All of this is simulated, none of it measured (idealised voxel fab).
Name of the process module below: voxel transistor to metal
Xsec cut, 275 nm wide, square cell size 5 nm.
Cross-section = grid of square cells, listed top down in bands; band = one or more rows. Read a band's entry like this: the first values are the height of its top and the height of its bottom in nm, and what follows is the sequence of materials from left to right, each with its width in nm. Note that "empty" is empty space, and that a single material marked "all across" reaches across the band from edge to edge. We count height from 0. Below that, the starting wafer is all one material. The lowest band never ends at the bottom but goes on down; see "0 -> down" for how that is written. Read "30 to 40" as a graded width: first number on top, second number at the bottom, same change between each pair of neighbouring rows. It should be understood that the words "everything unchanged", when stated for a given step, signify that the cross-section underwent no change in any of its cells during that step. Enclosed voids (no open way to top), threshold 8 cells or more, entry "Fully enclosed voids", notation width x height at distance, distance from left edge, nm. Whatever follows a step's settings on its line is a remark the simulator itself makes about that step. overlay nm: right-of-plan distance of the mask on a masked step; negative values mean left-of-plan.
Here's what the planned process steps look like
1,RECEIVE [material Si]
2,CONFORMAL_DEP [material SiO2] [thk nm 5]
3,CONFORMAL_DEP [material SiN] [thk nm 10]
4,PATTERN [tone cover] [mask id ACTIVE] [material resist] [width nm 105] [pitch nm 125] [thk nm 20] [overlay nm 0]
5,DIRECTIONAL_ETCH [etch materials SiN] [depth nm 10]
6,DIRECTIONAL_ETCH [etch materials SiO2] [depth nm 5]
7,DIRECTIONAL_ETCH [etch materials Si] [depth nm 30]
8,STRIP [etch materials resist]
9,FILL_DEP [material SiO2] [thk nm 15]
10,CMP [height nm 15]
11,SELECTIVE_ETCH [etch materials SiO2] [depth nm 5]
12,STRIP [etch materials SiN]
13,SELECTIVE_ETCH [etch materials SiO2] [depth nm 5]
14,OXIDIZE [depth nm 5]
15,DIRECTIONAL_DEP [material polySi] [thk nm 20]
16,DIRECTIONAL_DEP [material SiCN] [thk nm 10]
17,PATTERN [tone cover] [mask id GATE] [material resist] [width nm 25] [pitch nm 125] [thk nm 20] [overlay nm 0]
18,DIRECTIONAL_ETCH [etch materials SiCN] [depth nm 20]
19,DIRECTIONAL_ETCH [etch materials polySi] [depth nm 30]
20,STRIP [etch materials resist]
21,CONFORMAL_DEP [material SiN] [thk nm 10]
22,DIRECTIONAL_ETCH [etch materials SiN] [depth nm 10]
23,DIRECTIONAL_ETCH [etch materials SiO2] [depth nm 5]
24,DIRECTIONAL_ETCH [etch materials Si] [depth nm 10]
25,EPI [material SiGe] [thk nm 15]
26,FILL_DEP [material SiO2] [thk nm 5]
27,CMP [height nm 30]
28,DIRECTIONAL_DEP [material SiO2] [thk nm 15]
29,DIRECTIONAL_DEP [material aC] [thk nm 10]
30,PATTERN [tone open] [mask id CONTACT] [material resist] [width nm 30] [thk nm 25] [overlay nm 0]
31,DIRECTIONAL_ETCH [etch materials aC] [depth nm 10]
32,STRIP [etch materials resist]
33,DIRECTIONAL_ETCH [etch materials SiO2] [depth nm 35]
34,STRIP [etch materials aC]
35,CONFORMAL_DEP [material TiN] [thk nm 5]
36,FILL_DEP [material W] [thk nm 5]
37,CMP [height nm 45]
38,CONFORMAL_DEP [material SiCN] [thk nm 5]
39,DIRECTIONAL_DEP [material lowk] [thk nm 15]
40,MASKED_ETCH [tone open] [mask id METAL_1] [width nm 20] [etch materials lowk] [depth nm 15] [overlay nm 0]
41,MASKED_ETCH [tone open] [mask id METAL_1] [width nm 20] [etch materials SiCN] [depth nm 5] [overlay nm 0]
42,CONFORMAL_DEP [material TiN] [thk nm 5]
43,FILL_DEP [material Ru] [thk nm 5]
44,CMP [height nm 65]
45,CONFORMAL_DEP [material SiN] [thk nm 5]
Incoming wafer, cross-sectional view, post step 1
0 -> down: Si all across
Fully enclosed voids: none
Cross-sectional view of the first of the two wafers upon completion of the module, processed in accordance with the plan
70 -> 65: SiN all across
65 -> 50: lowk 25 nm | TiN 5 nm | Ru 10 nm | TiN 5 nm | lowk 55 nm | TiN 5 nm | Ru 10 nm | TiN 5 nm | lowk 30 nm | TiN 5 nm | Ru 10 nm | TiN 5 nm | lowk 55 nm | TiN 5 nm | Ru 10 nm | TiN 5 nm | lowk 30 nm
50 -> 45: SiCN 25 nm | TiN 20 nm | SiCN 55 nm | TiN 20 nm | SiCN 30 nm | TiN 20 nm | SiCN 55 nm | TiN 20 nm | SiCN 30 nm
45 -> 35: SiO2 25 nm | TiN 5 nm | W 20 nm | TiN 5 nm | SiO2 35 nm | TiN 5 nm | W 20 nm | TiN 5 nm | SiO2 30 nm | TiN 5 nm | W 20 nm | TiN 5 nm | SiO2 35 nm | TiN 5 nm | W 20 nm | TiN 5 nm | SiO2 30 nm
35 -> 30: SiO2 25 nm | TiN 5 nm | W 15 nm | TiN 10 nm | SiO2 35 nm | TiN 10 nm | W 15 nm | TiN 5 nm | SiO2 30 nm | TiN 5 nm | W 15 nm | TiN 10 nm | SiO2 35 nm | TiN 10 nm | W 15 nm | TiN 5 nm | SiO2 30 nm
30 -> 20: SiO2 25 nm | TiN 5 nm | W 15 nm | TiN 5 nm | SiN 10 nm | SiCN 25 nm | SiN 10 nm | TiN 5 nm | W 15 nm | TiN 5 nm | SiO2 30 nm | TiN 5 nm | W 15 nm | TiN 5 nm | SiN 10 nm | SiCN 25 nm | SiN 10 nm | TiN 5 nm | W 15 nm | TiN 5 nm | SiO2 30 nm
20 -> 15: SiO2 25 nm | TiN 5 nm | W 15 nm | TiN 5 nm | SiN 10 nm | polySi 25 nm | SiN 10 nm | TiN 5 nm | W 15 nm | TiN 5 nm | SiO2 30 nm | TiN 5 nm | W 15 nm | TiN 5 nm | SiN 10 nm | polySi 25 nm | SiN 10 nm | TiN 5 nm | W 15 nm | TiN 5 nm | SiO2 30 nm
15 -> 10: SiO2 25 nm | TiN 25 nm | SiN 10 nm | polySi 25 nm | SiN 10 nm | TiN 25 nm | SiO2 30 nm | TiN 25 nm | SiN 10 nm | polySi 25 nm | SiN 10 nm | TiN 25 nm | SiO2 30 nm
10 -> 5: SiO2 20 nm | SiGe 30 nm | SiN 10 nm | polySi 25 nm | SiN 10 nm | SiGe 30 nm | SiO2 20 nm | SiGe 30 nm | SiN 10 nm | polySi 25 nm | SiN 10 nm | SiGe 30 nm | SiO2 25 nm
5 -> 0: SiO2 15 nm | SiN 10 nm | SiGe 25 nm | SiN 10 nm | polySi 25 nm | SiN 10 nm | SiGe 25 nm | SiN 10 nm | SiO2 10 nm | SiN 10 nm | SiGe 25 nm | SiN 10 nm | polySi 25 nm | SiN 10 nm | SiGe 25 nm | SiN 10 nm | SiO2 20 nm
0 -> -5: SiO2 25 nm | SiGe 25 nm | SiO2 45 nm | SiGe 25 nm | SiO2 30 nm | SiGe 25 nm | SiO2 45 nm | SiGe 25 nm | SiO2 30 nm
-5 -> -15: SiO2 20 nm | Si 5 nm | SiGe 25 nm | Si 45 nm | SiGe 25 nm | Si 5 nm | SiO2 20 nm | Si 5 nm | SiGe 25 nm | Si 45 nm | SiGe 25 nm | Si 5 nm | SiO2 25 nm
-15 -> -30: SiO2 20 nm | Si 105 nm | SiO2 20 nm | Si 105 nm | SiO2 25 nm
-30 -> down: Si all across
Fully enclosed voids: none
The second wafer, shown in cross-section after the module: started the same way as the first and given the same plan, yet one mistake crept into how it was run
70 -> 65: SiN all across
65 -> 50: lowk 25 nm | TiN 5 nm | Ru 10 nm | TiN 5 nm | lowk 55 nm | TiN 5 nm | Ru 10 nm | TiN 5 nm | lowk 30 nm | TiN 5 nm | Ru 10 nm | TiN 5 nm | lowk 55 nm | TiN 5 nm | Ru 10 nm | TiN 5 nm | lowk 30 nm
50 -> 45: SiCN 25 nm | TiN 20 nm | SiCN 55 nm | TiN 20 nm | SiCN 30 nm | TiN 20 nm | SiCN 55 nm | TiN 20 nm | SiCN 30 nm
45 -> 35: SiO2 25 nm | TiN 5 nm | W 20 nm | TiN 5 nm | SiO2 35 nm | TiN 5 nm | W 20 nm | TiN 5 nm | SiO2 30 nm | TiN 5 nm | W 20 nm | TiN 5 nm | SiO2 35 nm | TiN 5 nm | W 20 nm | TiN 5 nm | SiO2 30 nm
35 -> 30: SiO2 25 nm | TiN 5 nm | W 15 nm | TiN 10 nm | SiO2 35 nm | TiN 10 nm | W 15 nm | TiN 5 nm | SiO2 30 nm | TiN 5 nm | W 15 nm | TiN 10 nm | SiO2 35 nm | TiN 10 nm | W 15 nm | TiN 5 nm | SiO2 30 nm
30 -> 20: SiO2 25 nm | TiN 5 nm | W 15 nm | TiN 5 nm | SiN 10 nm | polySi 25 nm | SiN 10 nm | TiN 5 nm | W 15 nm | TiN 5 nm | SiO2 30 nm | TiN 5 nm | W 15 nm | TiN 5 nm | SiN 10 nm | polySi 25 nm | SiN 10 nm | TiN 5 nm | W 15 nm | TiN 5 nm | SiO2 30 nm
20 -> 15: SiO2 25 nm | TiN 25 nm | SiO2 45 nm | TiN 25 nm | SiO2 30 nm | TiN 25 nm | SiO2 45 nm | TiN 25 nm | SiO2 30 nm
15 -> 5: SiO2 20 nm | SiN 105 nm | SiO2 20 nm | SiN 105 nm | SiO2 25 nm
5 -> 0: SiO2 all across
0 -> -30: SiO2 20 nm | Si 105 nm | SiO2 20 nm | Si 105 nm | SiO2 25 nm
-30 -> down: Si all across
Fully enclosed voids: none
Deviation from plan: plan step 10 never ran because it was skipped
Upon completion, the second wafer contains, in terms of cells, a greater or smaller amount of certain materials than the first wafer: +82 Si | -20 SiCN | -104 SiGe | +44 SiN | +38 SiO2 | -8 TiN | -12 W | -20 polySi
